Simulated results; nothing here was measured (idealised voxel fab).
Documented hereafter: the process module known as voxel wiring stack.
Xsec cut, 230 nm wide, square cell size 5 nm.
In this document a cross-section is written as a grid of square cells. It is given as a series of bands, listed from the top down, and a band is one or more rows of cells. The entry gives the band's vertical extent as a top height and a bottom height in nm, then its horizontal make-up as materials from left to right, each with a width in nm. "blank" stands for empty space; a single material marked "all across" fills the band edge to edge. All heights in this document are referenced to 0, defined as the level beneath which the wafer, as received, consists entirely of one material. The lowest band is not bounded below; it extends indefinitely downward and is written in the form "0 nm and below". A two-number width, for instance "30->40", indicates that the width is equal to the first number in the top row of the band and to the second number in the bottom row, and that it changes by a constant amount per row of cells. "remained unchanged" after a step means that no cell of the cross-section changed. So "Fully sealed voids" is basically the list of trapped voids: any empty space of 8 cells or more that can't reach the top through an opening. They're written width x height at distance, the distance being from the left edge, and it's all nm. The remark found on a step's line after its settings is issued by the simulator itself and pertains to that step. overlay nm: on a step with a mask, how far right of its planned place the mask lay; negative means left.

### Planned step list for the process
1 op RECEIVE | material Si
2 op CONFORMAL_DEP | material SiO2 | thk nm 15
3 op CONFORMAL_DEP | material SiN | thk nm 5
4 op DIRECTIONAL_DEP | material SiO2 | thk nm 20
5 op DIRECTIONAL_DEP | material aC | thk nm 10
6 op PATTERN | tone open | mask id METAL_1 | material resist | width nm 20 | pitch nm 50 | thk nm 25 | overlay nm 0
7 op DIRECTIONAL_ETCH | etch materials aC | depth nm 10
8 op STRIP | etch materials resist
9 op DIRECTIONAL_ETCH | etch materials SiO2 | depth nm 20
10 op DIRECTIONAL_ETCH | etch materials SiN | depth nm 5
11 op STRIP | etch materials aC
12 op CONFORMAL_DEP | material TiN | thk nm 5
13 op FILL_DEP | material W | thk nm 10
14 op CMP | height nm 40
15 op EPI | material Ru | thk nm 5
16 op FILL_DEP | material SiCN | thk nm 5
17 op DIRECTIONAL_DEP | material lowk | thk nm 30
18 op MASKED_ETCH | tone open | mask id METAL_2_HOLES | width nm 15 | pitch nm 50 | etch materials lowk | depth nm 30 | overlay nm 0
19 op MASKED_ETCH | tone open | mask id METAL_2 | width nm 20 | pitch nm 50 | etch materials lowk | depth nm 15 | overlay nm 0
20 op MASKED_ETCH | tone open | mask id METAL_2 | width nm 20 | pitch nm 50 | etch materials SiCN | depth nm 5 | overlay nm 0
21 op CONFORMAL_DEP | material TiN | thk nm 5
22 op FILL_DEP | material Cu | thk nm 5
23 op CMP | height nm 80
24 op CONFORMAL_DEP | material SiCN | thk nm 5
25 op DIRECTIONAL_DEP | material lowk | thk nm 25
26 op PATTERN | tone open | mask id METAL_3 | material resist | width nm 20 | pitch nm 50 | thk nm 20 | overlay nm 0
27 op DIRECTIONAL_ETCH | etch materials lowk | depth nm 15
28 op STRIP | etch materials resist
29 op PATTERN | tone open | mask id METAL_3_HOLES | material resist | width nm 15 | pitch nm 50 | thk nm 20 | overlay nm 0
30 op DIRECTIONAL_ETCH | etch materials lowk | depth nm 10
31 op DIRECTIONAL_ETCH | etch materials SiCN | depth nm 5
32 op STRIP | etch materials resist
33 op CONFORMAL_DEP | material TiN | thk nm 5
34 op FILL_DEP | material Ru | thk nm 10
35 op CMP | height nm 110
36 op CONFORMAL_DEP | material SiN | thk nm 5

### Incoming wafer, cross-sectional view, post step 1
0 nm and below: Si all across
Fully sealed voids: none

### As-planned run: cross-section of the first of two wafers at end of module
115 nm to 110 nm: SiN all across
110 nm to 100 nm: lowk 80  TiN 5  Ru 10  TiN 5  lowk 30  TiN 5  Ru 10  TiN 5  lowk 80
100 nm to 95 nm: lowk 80  TiN 5  Ru 5  TiN 10  lowk 30  TiN 5  Ru 5  TiN 10  lowk 80
95 nm to 85 nm: lowk 80  TiN 5  Ru 5  TiN 5  lowk 35  TiN 5  Ru 5  TiN 5  lowk 85
85 nm to 80 nm: SiCN 80  TiN 15  SiCN 35  TiN 15  SiCN 85
80 nm to 70 nm: lowk 80  TiN 5  Cu 10  TiN 5  lowk 30  TiN 5  Cu 10  TiN 5  lowk 80
70 nm to 65 nm: lowk 80  TiN 5  Cu 5  TiN 10  lowk 30  TiN 5  Cu 5  TiN 10  lowk 80
65 nm to 50 nm: lowk 80  TiN 5  Cu 5  TiN 5  lowk 35  TiN 5  Cu 5  TiN 5  lowk 85
50 nm to 45 nm: SiCN 80  TiN 15  SiCN 35  TiN 15  SiCN 85
45 nm to 40 nm: SiCN 75  Ru 30  SiCN 20  Ru 30  SiCN 75
40 nm to 20 nm: SiO2 80  TiN 5  W 10  TiN 5  SiO2 30  TiN 5  W 10  TiN 5  SiO2 80
20 nm to 15 nm: SiN 80  TiN 20  SiN 30  TiN 20  SiN 80
15 nm to 0 nm: SiO2 all across
0 nm and below: Si all across
Fully sealed voids: none

### Now the second wafer, cross-sectioned at the end of the module. Nothing different at the start, nothing different in the plan compared with the first, just one mistake when it was actually run
115 nm to 110 nm: SiN all across
110 nm to 100 nm: lowk 80  TiN 5  Ru 10  TiN 5  lowk 30  TiN 5  Ru 10  TiN 5  lowk 80
100 nm to 95 nm: lowk 80  TiN 5  Ru 5  TiN 10  lowk 30  TiN 5  Ru 5  TiN 10  lowk 80
95 nm to 85 nm: lowk 80  TiN 5  Ru 5  TiN 5  lowk 35  TiN 5  Ru 5  TiN 5  lowk 85
85 nm to 80 nm: SiCN 80  TiN 15  SiCN 35  TiN 15  SiCN 85
80 nm to 70 nm: lowk 80  TiN 5  Cu 10  TiN 5  lowk 30  TiN 5  Cu 10  TiN 5  lowk 80
70 nm to 65 nm: lowk 80  TiN 5  Cu 5  TiN 10  lowk 30  TiN 5  Cu 5  TiN 10  lowk 80
65 nm to 55 nm: lowk 80  TiN 5  Cu 5  TiN 5  lowk 35  TiN 5  Cu 5  TiN 5  lowk 85
55 nm to 50 nm: lowk 80  TiN 15  lowk 35  TiN 15  lowk 85
50 nm to 45 nm: SiCN 80  TiN 10  SiCN 40  TiN 10  SiCN 90
45 nm to 40 nm: SiCN 75  Ru 30  SiCN 20  Ru 30  SiCN 75
40 nm to 20 nm: SiO2 80  TiN 5  W 10  TiN 5  SiO2 30  TiN 5  W 10  TiN 5  SiO2 80
20 nm to 15 nm: SiN 80  TiN 20  SiN 30  TiN 20  SiN 80
15 nm to 0 nm: SiO2 all across
0 nm and below: Si all across
Fully sealed voids: none
What went wrong in running the wafer? note that step 20 departed from the planned setting and was carried out as op MASKED_ETCH | tone open | mask id METAL_2 | width nm 20 | pitch nm 50 | etch materials SiCN | depth nm 5 | overlay nm -10
Per the end-of-run cell counts, the second wafer holds more or fewer of some materials than the first: Cu: 2 fewer | SiCN: 2 more
